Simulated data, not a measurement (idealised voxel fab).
Process module name: voxel trench capacitor
We display cut, a cross-section 240 nm in width whose square cells are each 5 nm.
The cross-sections in this document take the form of a grid made of square cells. They are written out as bands, in order from top to bottom. Each band consists of one or more rows of cells.
Basically the band line says how high the top is and how high the bottom is, in nm, and then what's in it from left to right, every material with its width in nm. Empty space shows up as "blank", and if a single material carries "throughout" it runs the full band edge to edge.
For the purposes of this specification, 0 denotes the height below which the wafer in its as-received condition is composed wholly of one material, and the lowermost band, lacking a lower limit, extends downward without end, as expressed in "0 -> down".
Quick explanation for "30->40": the width changes in equal steps down the rows of cells, from the first number in the band's top row to the second number in its bottom row.
A step reported as "nothing was modified" is a step in which no cell of the cross-section changed.
Each empty space that has no open way to the top and spans at least 8 cells appears under "Catalogued sealed voids" as width x height at distance, the distance counted from the left edge, all in nm.
Text after the settings on a step's line: the simulator's own remark on that step.
A step line may carry the setting "overlay nm", which, for steps involving a mask, states the distance by which the mask lay to the right of its intended position; negative values denote displacement to the left.
Reading guide: pairs of cross-sections, before and after one process step; after view cut off at lowest changed band; step and settings listed under each pair. Pairs may stem from different runs of this module on the same starting wafer; continuity with the pair above only where the "Ex-ante state" entry states it.
[Ex-ante state]
* 0 -> down | Si throughout
* Catalogued sealed voids: none
[Post-Process View]
* 10 -> 0 | SiN throughout
* For the remainder of the cross-section, below 0, there is no change.
* Catalogued sealed voids: none
Can you name the step between the two cross-sections above? It is CONFORMAL_DEP [material SiN] [thk nm 10]
Ex-ante state: as in the pair right above, post-step view.
[Post-Process View]
* 10 -> 0 | SiN 45 nm, blank 25 nm, SiN 15 nm, blank 25 nm, SiN 15 nm, blank 25 nm, SiN 15 nm, blank 25 nm, SiN 50 nm
* For the remainder of the cross-section, below 0, there is no change.
* Catalogued sealed voids: none
Can you name the step between the two cross-sections above? It is MASKED_ETCH [tone open] [mask id TRENCH] [width nm 25] [pitch nm 40] [etch materials SiN] [depth nm 10] [overlay nm 0]
Ex-ante state: as in the pair right above, post-step view.
[Post-Process View]
* 10 -> 0 | SiN 45 nm, blank 25 nm, SiN 15 nm, blank 25 nm, SiN 15 nm, blank 25 nm, SiN 15 nm, blank 25 nm, SiN 50 nm
* 0 -> -25 | Si 45 nm, blank 25 nm, Si 15 nm, blank 25 nm, Si 15 nm, blank 25 nm, Si 15 nm, blank 25 nm, Si 50 nm
* For the remainder of the cross-section, below -25, there is no change.
* Catalogued sealed voids: none
Can you name the step between the two cross-sections above? It is MASKED_ETCH [tone open] [mask id TRENCH] [width nm 25] [pitch nm 40] [etch materials Si] [depth nm 25] [overlay nm 0]
Ex-ante state: as in the pair right above, post-step view.
[Post-Process View]
* 15 -> 10 | Al2O3 50 nm, blank 15 nm, Al2O3 25 nm, blank 15 nm, Al2O3 25 nm, blank 15 nm, Al2O3 25 nm, blank 15 nm, Al2O3 55 nm
* 10 -> 0 | SiN 45 nm, Al2O3 5 nm, blank 15 nm, Al2O3 5 nm, SiN 15 nm, Al2O3 5 nm, blank 15 nm, Al2O3 5 nm, SiN 15 nm, Al2O3 5 nm, blank 15 nm, Al2O3 5 nm, SiN 15 nm, Al2O3 5 nm, blank 15 nm, Al2O3 5 nm, SiN 50 nm
* 0 -> -20 | Si 45 nm, Al2O3 5 nm, blank 15 nm, Al2O3 5 nm, Si 15 nm, Al2O3 5 nm, blank 15 nm, Al2O3 5 nm, Si 15 nm, Al2O3 5 nm, blank 15 nm, Al2O3 5 nm, Si 15 nm, Al2O3 5 nm, blank 15 nm, Al2O3 5 nm, Si 50 nm
* -20 -> -25 | Si 45 nm, Al2O3 25 nm, Si 15 nm, Al2O3 25 nm, Si 15 nm, Al2O3 25 nm, Si 15 nm, Al2O3 25 nm, Si 50 nm
* For the remainder of the cross-section, below -25, there is no change.
* Catalogued sealed voids: none
Can you name the step between the two cross-sections above? It is CONFORMAL_DEP [material Al2O3] [thk nm 5]
Ex-ante state: as in the pair right above, post-step view.
[Post-Process View]
* 20 -> 15 | TiN 55 nm, blank 5 nm, TiN 35 nm, blank 5 nm, TiN 35 nm, blank 5 nm, TiN 35 nm, blank 5 nm, TiN 60 nm
* 15 -> 10 | Al2O3 50 nm, TiN 5 nm, blank 5 nm, TiN 5 nm, Al2O3 25 nm, TiN 5 nm, blank 5 nm, TiN 5 nm, Al2O3 25 nm, TiN 5 nm, blank 5 nm, TiN 5 nm, Al2O3 25 nm, TiN 5 nm, blank 5 nm, TiN 5 nm, Al2O3 55 nm
* 10 -> 0 | SiN 45 nm, Al2O3 5 nm, TiN 5 nm, blank 5 nm, TiN 5 nm, Al2O3 5 nm, SiN 15 nm, Al2O3 5 nm, TiN 5 nm, blank 5 nm, TiN 5 nm, Al2O3 5 nm, SiN 15 nm, Al2O3 5 nm, TiN 5 nm, blank 5 nm, TiN 5 nm, Al2O3 5 nm, SiN 15 nm, Al2O3 5 nm, TiN 5 nm, blank 5 nm, TiN 5 nm, Al2O3 5 nm, SiN 50 nm
* 0 -> -15 | Si 45 nm, Al2O3 5 nm, TiN 5 nm, blank 5 nm, TiN 5 nm, Al2O3 5 nm, Si 15 nm, Al2O3 5 nm, TiN 5 nm, blank 5 nm, TiN 5 nm, Al2O3 5 nm, Si 15 nm, Al2O3 5 nm, TiN 5 nm, blank 5 nm, TiN 5 nm, Al2O3 5 nm, Si 15 nm, Al2O3 5 nm, TiN 5 nm, blank 5 nm, TiN 5 nm, Al2O3 5 nm, Si 50 nm
* -15 -> -20 | Si 45 nm, Al2O3 5 nm, TiN 15 nm, Al2O3 5 nm, Si 15 nm, Al2O3 5 nm, TiN 15 nm, Al2O3 5 nm, Si 15 nm, Al2O3 5 nm, TiN 15 nm, Al2O3 5 nm, Si 15 nm, Al2O3 5 nm, TiN 15 nm, Al2O3 5 nm, Si 50 nm
* For the remainder of the cross-section, below -20, there is no change.
* Catalogued sealed voids: none
Can you name the step between the two cross-sections above? It is CONFORMAL_DEP [material TiN] [thk nm 5]
Ex-ante state: as in the pair right above, post-step view.
[Post-Process View]
* 30 -> 20 | W throughout
* 20 -> 15 | TiN 55 nm, W 5 nm, TiN 35 nm, W 5 nm, TiN 35 nm, W 5 nm, TiN 35 nm, W 5 nm, TiN 60 nm
* 15 -> 10 | Al2O3 50 nm, TiN 5 nm, W 5 nm, TiN 5 nm, Al2O3 25 nm, TiN 5 nm, W 5 nm, TiN 5 nm, Al2O3 25 nm, TiN 5 nm, W 5 nm, TiN 5 nm, Al2O3 25 nm, TiN 5 nm, W 5 nm, TiN 5 nm, Al2O3 55 nm
* 10 -> 0 | SiN 45 nm, Al2O3 5 nm, TiN 5 nm, W 5 nm, TiN 5 nm, Al2O3 5 nm, SiN 15 nm, Al2O3 5 nm, TiN 5 nm, W 5 nm, TiN 5 nm, Al2O3 5 nm, SiN 15 nm, Al2O3 5 nm, TiN 5 nm, W 5 nm, TiN 5 nm, Al2O3 5 nm, SiN 15 nm, Al2O3 5 nm, TiN 5 nm, W 5 nm, TiN 5 nm, Al2O3 5 nm, SiN 50 nm
* 0 -> -15 | Si 45 nm, Al2O3 5 nm, TiN 5 nm, W 5 nm, TiN 5 nm, Al2O3 5 nm, Si 15 nm, Al2O3 5 nm, TiN 5 nm, W 5 nm, TiN 5 nm, Al2O3 5 nm, Si 15 nm, Al2O3 5 nm, TiN 5 nm, W 5 nm, TiN 5 nm, Al2O3 5 nm, Si 15 nm, Al2O3 5 nm, TiN 5 nm, W 5 nm, TiN 5 nm, Al2O3 5 nm, Si 50 nm
* For the remainder of the cross-section, below -15, there is no change.
* Catalogued sealed voids: none
Can you name the step between the two cross-sections above? It is FILL_DEP [material W] [thk nm 10]
Ex-ante state: as in the pair right above, post-step view.
[Post-Process View]
* 10 -> 0 | SiN 45 nm, Al2O3 5 nm, TiN 5 nm, W 5 nm, TiN 5 nm, Al2O3 5 nm, SiN 15 nm, Al2O3 5 nm, TiN 5 nm, W 5 nm, TiN 5 nm, Al2O3 5 nm, SiN 15 nm, Al2O3 5 nm, TiN 5 nm, W 5 nm, TiN 5 nm, Al2O3 5 nm, SiN 15 nm, Al2O3 5 nm, TiN 5 nm, W 5 nm, TiN 5 nm, Al2O3 5 nm, SiN 50 nm
* For the remainder of the cross-section, below 0, there is no change.
* Catalogued sealed voids: none
Can you name the step between the two cross-sections above? It is CMP [height nm 10]
[Ex-ante state]
* 10 -> 0 | SiN 45 nm, blank 25 nm, SiN 15 nm, blank 25 nm, SiN 15 nm, blank 25 nm, SiN 15 nm, blank 25 nm, SiN 50 nm
* 0 -> -25 | Si 45 nm, blank 25 nm, Si 15 nm, blank 25 nm, Si 15 nm, blank 25 nm, Si 15 nm, blank 25 nm, Si 50 nm
* -25 -> down | Si throughout
* Catalogued sealed voids: none
[Post-Process View]
* 10 -> 0 | SiN 45 nm, blank 25 nm, SiN 15 nm, blank 25 nm, SiN 15 nm, blank 25 nm, SiN 15 nm, blank 25 nm, SiN 50 nm
* 0 -> -50 | Si 45 nm, blank 25 nm, Si 15 nm, blank 25 nm, Si 15 nm, blank 25 nm, Si 15 nm, blank 25 nm, Si 50 nm
* For the remainder of the cross-section, below -50, there is no change.
* Catalogued sealed voids: none
Can you name the step between the two cross-sections above? It is MASKED_ETCH [tone open] [mask id TRENCH] [width nm 25] [pitch nm 40] [etch materials Si] [depth nm 25] [overlay nm 0]
Ex-ante state: as in the pair right above, post-step view.
[Post-Process View]
* 15 -> 10 | Al2O3 50 nm, blank 15 nm, Al2O3 25 nm, blank 15 nm, Al2O3 25 nm, blank 15 nm, Al2O3 25 nm, blank 15 nm, Al2O3 55 nm
* 10 -> 0 | SiN 45 nm, Al2O3 5 nm, blank 15 nm, Al2O3 5 nm, SiN 15 nm, Al2O3 5 nm, blank 15 nm, Al2O3 5 nm, SiN 15 nm, Al2O3 5 nm, blank 15 nm, Al2O3 5 nm, SiN 15 nm, Al2O3 5 nm, blank 15 nm, Al2O3 5 nm, SiN 50 nm
* 0 -> -45 | Si 45 nm, Al2O3 5 nm, blank 15 nm, Al2O3 5 nm, Si 15 nm, Al2O3 5 nm, blank 15 nm, Al2O3 5 nm, Si 15 nm, Al2O3 5 nm, blank 15 nm, Al2O3 5 nm, Si 15 nm, Al2O3 5 nm, blank 15 nm, Al2O3 5 nm, Si 50 nm
* -45 -> -50 | Si 45 nm, Al2O3 25 nm, Si 15 nm, Al2O3 25 nm, Si 15 nm, Al2O3 25 nm, Si 15 nm, Al2O3 25 nm, Si 50 nm
* For the remainder of the cross-section, below -50, there is no change.
* Catalogued sealed voids: none
Can you name the step between the two cross-sections above? It is CONFORMAL_DEP [material Al2O3] [thk nm 5]
Ex-ante state: as in the pair right above, post-step view.
[Post-Process View]
* 20 -> 15 | TiN 55 nm, blank 5 nm, TiN 35 nm, blank 5 nm, TiN 35 nm, blank 5 nm, TiN 35 nm, blank 5 nm, TiN 60 nm
* 15 -> 10 | Al2O3 50 nm, TiN 5 nm, blank 5 nm, TiN 5 nm, Al2O3 25 nm, TiN 5 nm, blank 5 nm, TiN 5 nm, Al2O3 25 nm, TiN 5 nm, blank 5 nm, TiN 5 nm, Al2O3 25 nm, TiN 5 nm, blank 5 nm, TiN 5 nm, Al2O3 55 nm
* 10 -> 0 | SiN 45 nm, Al2O3 5 nm, TiN 5 nm, blank 5 nm, TiN 5 nm, Al2O3 5 nm, SiN 15 nm, Al2O3 5 nm, TiN 5 nm, blank 5 nm, TiN 5 nm, Al2O3 5 nm, SiN 15 nm, Al2O3 5 nm, TiN 5 nm, blank 5 nm, TiN 5 nm, Al2O3 5 nm, SiN 15 nm, Al2O3 5 nm, TiN 5 nm, blank 5 nm, TiN 5 nm, Al2O3 5 nm, SiN 50 nm
* 0 -> -40 | Si 45 nm, Al2O3 5 nm, TiN 5 nm, blank 5 nm, TiN 5 nm, Al2O3 5 nm, Si 15 nm, Al2O3 5 nm, TiN 5 nm, blank 5 nm, TiN 5 nm, Al2O3 5 nm, Si 15 nm, Al2O3 5 nm, TiN 5 nm, blank 5 nm, TiN 5 nm, Al2O3 5 nm, Si 15 nm, Al2O3 5 nm, TiN 5 nm, blank 5 nm, TiN 5 nm, Al2O3 5 nm, Si 50 nm
* -40 -> -45 | Si 45 nm, Al2O3 5 nm, TiN 15 nm, Al2O3 5 nm, Si 15 nm, Al2O3 5 nm, TiN 15 nm, Al2O3 5 nm, Si 15 nm, Al2O3 5 nm, TiN 15 nm, Al2O3 5 nm, Si 15 nm, Al2O3 5 nm, TiN 15 nm, Al2O3 5 nm, Si 50 nm
* For the remainder of the cross-section, below -45, there is no change.
* Catalogued sealed voids: none
Can you name the step between the two cross-sections above? It is CONFORMAL_DEP [material TiN] [thk nm 5]
Ex-ante state: as in the pair right above, post-step view.
[Post-Process View]
* 30 -> 20 | W throughout
* 20 -> 15 | TiN 55 nm, W 5 nm, TiN 35 nm, W 5 nm, TiN 35 nm, W 5 nm, TiN 35 nm, W 5 nm, TiN 60 nm
* 15 -> 10 | Al2O3 50 nm, TiN 5 nm, W 5 nm, TiN 5 nm, Al2O3 25 nm, TiN 5 nm, W 5 nm, TiN 5 nm, Al2O3 25 nm, TiN 5 nm, W 5 nm, TiN 5 nm, Al2O3 25 nm, TiN 5 nm, W 5 nm, TiN 5 nm, Al2O3 55 nm
* 10 -> 0 | SiN 45 nm, Al2O3 5 nm, TiN 5 nm, W 5 nm, TiN 5 nm, Al2O3 5 nm, SiN 15 nm, Al2O3 5 nm, TiN 5 nm, W 5 nm, TiN 5 nm, Al2O3 5 nm, SiN 15 nm, Al2O3 5 nm, TiN 5 nm, W 5 nm, TiN 5 nm, Al2O3 5 nm, SiN 15 nm, Al2O3 5 nm, TiN 5 nm, W 5 nm, TiN 5 nm, Al2O3 5 nm, SiN 50 nm
* 0 -> -40 | Si 45 nm, Al2O3 5 nm, TiN 5 nm, W 5 nm, TiN 5 nm, Al2O3 5 nm, Si 15 nm, Al2O3 5 nm, TiN 5 nm, W 5 nm, TiN 5 nm, Al2O3 5 nm, Si 15 nm, Al2O3 5 nm, TiN 5 nm, W 5 nm, TiN 5 nm, Al2O3 5 nm, Si 15 nm, Al2O3 5 nm, TiN 5 nm, W 5 nm, TiN 5 nm, Al2O3 5 nm, Si 50 nm
* For the remainder of the cross-section, below -40, there is no change.
* Catalogued sealed voids: none
Can you name the step between the two cross-sections above? It is FILL_DEP [material W] [thk nm 10]
Ex-ante state: as in the pair right above, post-step view.
[Post-Process View]
* 10 -> 0 | SiN 45 nm, Al2O3 5 nm, TiN 5 nm, W 5 nm, TiN 5 nm, Al2O3 5 nm, SiN 15 nm, Al2O3 5 nm, TiN 5 nm, W 5 nm, TiN 5 nm, Al2O3 5 nm, SiN 15 nm, Al2O3 5 nm, TiN 5 nm, W 5 nm, TiN 5 nm, Al2O3 5 nm, SiN 15 nm, Al2O3 5 nm, TiN 5 nm, W 5 nm, TiN 5 nm, Al2O3 5 nm, SiN 50 nm
* For the remainder of the cross-section, below 0, there is no change.
* Catalogued sealed voids: none
Can you name the step between the two cross-sections above? It is CMP [height nm 10]
[Ex-ante state]
* 10 -> 0 | SiN 45 nm, blank 25 nm, SiN 15 nm, blank 25 nm, SiN 15 nm, blank 25 nm, SiN 15 nm, blank 25 nm, SiN 50 nm
* 0 -> -25 | Si 45 nm, blank 25 nm, Si 15 nm, blank 25 nm, Si 15 nm, blank 25 nm, Si 15 nm, blank 25 nm, Si 50 nm
* -25 -> down | Si throughout
* Catalogued sealed voids: none
[Post-Process View]
* 15 -> 10 | TiN 50 nm, blank 15 nm, TiN 25 nm, blank 15 nm, TiN 25 nm, blank 15 nm, TiN 25 nm, blank 15 nm, TiN 55 nm
* 10 -> 0 | SiN 45 nm, TiN 5 nm, blank 15 nm, TiN 5 nm, SiN 15 nm, TiN 5 nm, blank 15 nm, TiN 5 nm, SiN 15 nm, TiN 5 nm, blank 15 nm, TiN 5 nm, SiN 15 nm, TiN 5 nm, blank 15 nm, TiN 5 nm, SiN 50 nm
* 0 -> -20 | Si 45 nm, TiN 5 nm, blank 15 nm, TiN 5 nm, Si 15 nm, TiN 5 nm, blank 15 nm, TiN 5 nm, Si 15 nm, TiN 5 nm, blank 15 nm, TiN 5 nm, Si 15 nm, TiN 5 nm, blank 15 nm, TiN 5 nm, Si 50 nm
* -20 -> -25 | Si 45 nm, TiN 25 nm, Si 15 nm, TiN 25 nm, Si 15 nm, TiN 25 nm, Si 15 nm, TiN 25 nm, Si 50 nm
* For the remainder of the cross-section, below -25, there is no change.
* Catalogued sealed voids: none
Can you name the step between the two cross-sections above? It is CONFORMAL_DEP [material TiN] [thk nm 5]
Ex-ante state: as in the pair right above, post-step view.
[Post-Process View]
* 20 -> 15 | Al2O3 55 nm, blank 5 nm, Al2O3 35 nm, blank 5 nm, Al2O3 35 nm, blank 5 nm, Al2O3 35 nm, blank 5 nm, Al2O3 60 nm
* 15 -> 10 | TiN 50 nm, Al2O3 5 nm, blank 5 nm, Al2O3 5 nm, TiN 25 nm, Al2O3 5 nm, blank 5 nm, Al2O3 5 nm, TiN 25 nm, Al2O3 5 nm, blank 5 nm, Al2O3 5 nm, TiN 25 nm, Al2O3 5 nm, blank 5 nm, Al2O3 5 nm, TiN 55 nm
* 10 -> 0 | SiN 45 nm, TiN 5 nm, Al2O3 5 nm, blank 5 nm, Al2O3 5 nm, TiN 5 nm, SiN 15 nm, TiN 5 nm, Al2O3 5 nm, blank 5 nm, Al2O3 5 nm, TiN 5 nm, SiN 15 nm, TiN 5 nm, Al2O3 5 nm, blank 5 nm, Al2O3 5 nm, TiN 5 nm, SiN 15 nm, TiN 5 nm, Al2O3 5 nm, blank 5 nm, Al2O3 5 nm, TiN 5 nm, SiN 50 nm
* 0 -> -15 | Si 45 nm, TiN 5 nm, Al2O3 5 nm, blank 5 nm, Al2O3 5 nm, TiN 5 nm, Si 15 nm, TiN 5 nm, Al2O3 5 nm, blank 5 nm, Al2O3 5 nm, TiN 5 nm, Si 15 nm, TiN 5 nm, Al2O3 5 nm, blank 5 nm, Al2O3 5 nm, TiN 5 nm, Si 15 nm, TiN 5 nm, Al2O3 5 nm, blank 5 nm, Al2O3 5 nm, TiN 5 nm, Si 50 nm
* -15 -> -20 | Si 45 nm, TiN 5 nm, Al2O3 15 nm, TiN 5 nm, Si 15 nm, TiN 5 nm, Al2O3 15 nm, TiN 5 nm, Si 15 nm, TiN 5 nm, Al2O3 15 nm, TiN 5 nm, Si 15 nm, TiN 5 nm, Al2O3 15 nm, TiN 5 nm, Si 50 nm
* For the remainder of the cross-section, below -20, there is no change.
* Catalogued sealed voids: none
Can you name the step between the two cross-sections above? It is CONFORMAL_DEP [material Al2O3] [thk nm 5]
Ex-ante state: as in the pair right above, post-step view.
[Post-Process View]
* 30 -> 20 | W throughout
* 20 -> 15 | Al2O3 55 nm, W 5 nm, Al2O3 35 nm, W 5 nm, Al2O3 35 nm, W 5 nm, Al2O3 35 nm, W 5 nm, Al2O3 60 nm
* 15 -> 10 | TiN 50 nm, Al2O3 5 nm, W 5 nm, Al2O3 5 nm, TiN 25 nm, Al2O3 5 nm, W 5 nm, Al2O3 5 nm, TiN 25 nm, Al2O3 5 nm, W 5 nm, Al2O3 5 nm, TiN 25 nm, Al2O3 5 nm, W 5 nm, Al2O3 5 nm, TiN 55 nm
* 10 -> 0 | SiN 45 nm, TiN 5 nm, Al2O3 5 nm, W 5 nm, Al2O3 5 nm, TiN 5 nm, SiN 15 nm, TiN 5 nm, Al2O3 5 nm, W 5 nm, Al2O3 5 nm, TiN 5 nm, SiN 15 nm, TiN 5 nm, Al2O3 5 nm, W 5 nm, Al2O3 5 nm, TiN 5 nm, SiN 15 nm, TiN 5 nm, Al2O3 5 nm, W 5 nm, Al2O3 5 nm, TiN 5 nm, SiN 50 nm
* 0 -> -15 | Si 45 nm, TiN 5 nm, Al2O3 5 nm, W 5 nm, Al2O3 5 nm, TiN 5 nm, Si 15 nm, TiN 5 nm, Al2O3 5 nm, W 5 nm, Al2O3 5 nm, TiN 5 nm, Si 15 nm, TiN 5 nm, Al2O3 5 nm, W 5 nm, Al2O3 5 nm, TiN 5 nm, Si 15 nm, TiN 5 nm, Al2O3 5 nm, W 5 nm, Al2O3 5 nm, TiN 5 nm, Si 50 nm
* For the remainder of the cross-section, below -15, there is no change.
* Catalogued sealed voids: none
Can you name the step between the two cross-sections above? It is FILL_DEP [material W] [thk nm 10]
Ex-ante state: as in the pair right above, post-step view.
[Post-Process View]
* 10 -> 0 | SiN 45 nm, TiN 5 nm, Al2O3 5 nm, W 5 nm, Al2O3 5 nm, TiN 5 nm, SiN 15 nm, TiN 5 nm, Al2O3 5 nm, W 5 nm, Al2O3 5 nm, TiN 5 nm, SiN 15 nm, TiN 5 nm, Al2O3 5 nm, W 5 nm, Al2O3 5 nm, TiN 5 nm, SiN 15 nm, TiN 5 nm, Al2O3 5 nm, W 5 nm, Al2O3 5 nm, TiN 5 nm, SiN 50 nm
* For the remainder of the cross-section, below 0, there is no change.
* Catalogued sealed voids: none
Can you name the step between the two cross-sections above? It is CMP [height nm 10]
[Ex-ante state]
* 30 -> 20 | W throughout
* 20 -> 15 | TiN 55 nm, W 5 nm, TiN 35 nm, W 5 nm, TiN 35 nm, W 5 nm, TiN 35 nm, W 5 nm, TiN 60 nm
* 15 -> 10 | Al2O3 50 nm, TiN 5 nm, W 5 nm, TiN 5 nm, Al2O3 25 nm, TiN 5 nm, W 5 nm, TiN 5 nm, Al2O3 25 nm, TiN 5 nm, W 5 nm, TiN 5 nm, Al2O3 25 nm, TiN 5 nm, W 5 nm, TiN 5 nm, Al2O3 55 nm
* 10 -> 0 | SiN 45 nm, Al2O3 5 nm, TiN 5 nm, W 5 nm, TiN 5 nm, Al2O3 5 nm, SiN 15 nm, Al2O3 5 nm, TiN 5 nm, W 5 nm, TiN 5 nm, Al2O3 5 nm, SiN 15 nm, Al2O3 5 nm, TiN 5 nm, W 5 nm, TiN 5 nm, Al2O3 5 nm, SiN 15 nm, Al2O3 5 nm, TiN 5 nm, W 5 nm, TiN 5 nm, Al2O3 5 nm, SiN 50 nm
* 0 -> -15 | Si 45 nm, Al2O3 5 nm, TiN 5 nm, W 5 nm, TiN 5 nm, Al2O3 5 nm, Si 15 nm, Al2O3 5 nm, TiN 5 nm, W 5 nm, TiN 5 nm, Al2O3 5 nm, Si 15 nm, Al2O3 5 nm, TiN 5 nm, W 5 nm, TiN 5 nm, Al2O3 5 nm, Si 15 nm, Al2O3 5 nm, TiN 5 nm, W 5 nm, TiN 5 nm, Al2O3 5 nm, Si 50 nm
* -15 -> -20 | Si 45 nm, Al2O3 5 nm, TiN 15 nm, Al2O3 5 nm, Si 15 nm, Al2O3 5 nm, TiN 15 nm, Al2O3 5 nm, Si 15 nm, Al2O3 5 nm, TiN 15 nm, Al2O3 5 nm, Si 15 nm, Al2O3 5 nm, TiN 15 nm, Al2O3 5 nm, Si 50 nm
* -20 -> -25 | Si 45 nm, Al2O3 25 nm, Si 15 nm, Al2O3 25 nm, Si 15 nm, Al2O3 25 nm, Si 15 nm, Al2O3 25 nm, Si 50 nm
* -25 -> down | Si throughout
* Catalogued sealed voids: none
[Post-Process View]
* 15 -> 10 | Al2O3 50 nm, TiN 5 nm, W 5 nm, TiN 5 nm, Al2O3 25 nm, TiN 5 nm, W 5 nm, TiN 5 nm, Al2O3 25 nm, TiN 5 nm, W 5 nm, TiN 5 nm, Al2O3 25 nm, TiN 5 nm, W 5 nm, TiN 5 nm, Al2O3 55 nm
* For the remainder of the cross-section, below 10, there is no change.
* Catalogued sealed voids: none
Can you name the step between the two cross-sections above? It is CMP [height nm 15]
[Ex-ante state]
* 10 -> 0 | SiN throughout
* 0 -> down | Si throughout
* Catalogued sealed voids: none
[Post-Process View]
* 10 -> 0 | SiN 50 nm, blank 20 nm, SiN 20 nm, blank 20 nm, SiN 20 nm, blank 20 nm, SiN 20 nm, blank 20 nm, SiN 50 nm
* For the remainder of the cross-section, below 0, there is no change.
* Catalogued sealed voids: none
Can you name the step between the two cross-sections above? It is MASKED_ETCH [tone open] [mask id TRENCH] [width nm 20] [pitch nm 40] [etch materials SiN] [depth nm 10] [overlay nm 0]
Ex-ante state: as in the pair right above, post-step view.
[Post-Process View]
* 10 -> 0 | SiN 50 nm, blank 20 nm, SiN 20 nm, blank 20 nm, SiN 20 nm, blank 20 nm, SiN 20 nm, blank 20 nm, SiN 50 nm
* 0 -> -25 | Si 50 nm, blank 20 nm, Si 20 nm, blank 20 nm, Si 20 nm, blank 20 nm, Si 20 nm, blank 20 nm, Si 50 nm
* For the remainder of the cross-section, below -25, there is no change.
* Catalogued sealed voids: none
Can you name the step between the two cross-sections above? It is MASKED_ETCH [tone open] [mask id TRENCH] [width nm 25] [pitch nm 40] [etch materials Si] [depth nm 25] [overlay nm 0]
Ex-ante state: as in the pair right above, post-step view.
[Post-Process View]
* 15 -> 10 | Al2O3 55 nm, blank 10 nm, Al2O3 30 nm, blank 10 nm, Al2O3 30 nm, blank 10 nm, Al2O3 30 nm, blank 10 nm, Al2O3 55 nm
* 10 -> 0 | SiN 50 nm, Al2O3 5 nm, blank 10 nm, Al2O3 5 nm, SiN 20 nm, Al2O3 5 nm, blank 10 nm, Al2O3 5 nm, SiN 20 nm, Al2O3 5 nm, blank 10 nm, Al2O3 5 nm, SiN 20 nm, Al2O3 5 nm, blank 10 nm, Al2O3 5 nm, SiN 50 nm
* 0 -> -20 | Si 50 nm, Al2O3 5 nm, blank 10 nm, Al2O3 5 nm, Si 20 nm, Al2O3 5 nm, blank 10 nm, Al2O3 5 nm, Si 20 nm, Al2O3 5 nm, blank 10 nm, Al2O3 5 nm, Si 20 nm, Al2O3 5 nm, blank 10 nm, Al2O3 5 nm, Si 50 nm
* -20 -> -25 | Si 50 nm, Al2O3 20 nm, Si 20 nm, Al2O3 20 nm, Si 20 nm, Al2O3 20 nm, Si 20 nm, Al2O3 20 nm, Si 50 nm
* For the remainder of the cross-section, below -25, there is no change.
* Catalogued sealed voids: none
Can you name the step between the two cross-sections above? It is CONFORMAL_DEP [material Al2O3] [thk nm 5]
Ex-ante state: as in the pair right above, post-step view.
[Post-Process View]
* 20 -> 15 | TiN throughout
* 15 -> 10 | Al2O3 55 nm, TiN 10 nm, Al2O3 30 nm, TiN 10 nm, Al2O3 30 nm, TiN 10 nm, Al2O3 30 nm, TiN 10 nm, Al2O3 55 nm
* 10 -> 0 | SiN 50 nm, Al2O3 5 nm, TiN 10 nm, Al2O3 5 nm, SiN 20 nm, Al2O3 5 nm, TiN 10 nm, Al2O3 5 nm, SiN 20 nm, Al2O3 5 nm, TiN 10 nm, Al2O3 5 nm, SiN 20 nm, Al2O3 5 nm, TiN 10 nm, Al2O3 5 nm, SiN 50 nm
* 0 -> -20 | Si 50 nm, Al2O3 5 nm, TiN 10 nm, Al2O3 5 nm, Si 20 nm, Al2O3 5 nm, TiN 10 nm, Al2O3 5 nm, Si 20 nm, Al2O3 5 nm, TiN 10 nm, Al2O3 5 nm, Si 20 nm, Al2O3 5 nm, TiN 10 nm, Al2O3 5 nm, Si 50 nm
* For the remainder of the cross-section, below -20, there is no change.
* Catalogued sealed voids: none
Can you name the step between the two cross-sections above? It is CONFORMAL_DEP [material TiN] [thk nm 5]
Ex-ante state: as in the pair right above, post-step view.
[Post-Process View]
* 30 -> 20 | W throughout
* For the remainder of the cross-section, below 20, there is no change.
* Catalogued sealed voids: none
Can you name the step between the two cross-sections above? It is FILL_DEP [material W] [thk nm 10]
Ex-ante state: as in the pair right above, post-step view.
[Post-Process View]
* 10 -> 0 | SiN 50 nm, Al2O3 5 nm, TiN 10 nm, Al2O3 5 nm, SiN 20 nm, Al2O3 5 nm, TiN 10 nm, Al2O3 5 nm, SiN 20 nm, Al2O3 5 nm, TiN 10 nm, Al2O3 5 nm, SiN 20 nm, Al2O3 5 nm, TiN 10 nm, Al2O3 5 nm, SiN 50 nm
* For the remainder of the cross-section, below 0, there is no change.
* Catalogued sealed voids: none
Can you name the step between the two cross-sections above? It is CMP [height nm 10]
[Ex-ante state]
* 10 -> 0 | SiN throughout
* 0 -> down | Si throughout
* Catalogued sealed voids: none
[Post-Process View]
* 10 -> 0 | SiN 35 nm, blank 25 nm, SiN 15 nm, blank 25 nm, SiN 15 nm, blank 25 nm, SiN 15 nm, blank 25 nm, SiN 60 nm
* For the remainder of the cross-section, below 0, there is no change.
* Catalogued sealed voids: none
Can you name the step between the two cross-sections above? It is MASKED_ETCH [tone open] [mask id TRENCH] [width nm 25] [pitch nm 40] [etch materials SiN] [depth nm 10] [overlay nm -10]
Ex-ante state: as in the pair right above, post-step view.
[Post-Process View]
* 10 -> 0 | SiN 35 nm, blank 25 nm, SiN 15 nm, blank 25 nm, SiN 15 nm, blank 25 nm, SiN 15 nm, blank 25 nm, SiN 60 nm
* 0 -> -25 | Si 45 nm, blank 15 nm, Si 25 nm, blank 15 nm, Si 25 nm, blank 15 nm, Si 25 nm, blank 15 nm, Si 60 nm
* For the remainder of the cross-section, below -25, there is no change.
* Catalogued sealed voids: none
Can you name the step between the two cross-sections above? It is MASKED_ETCH [tone open] [mask id TRENCH] [width nm 25] [pitch nm 40] [etch materials Si] [depth nm 25] [overlay nm 0]
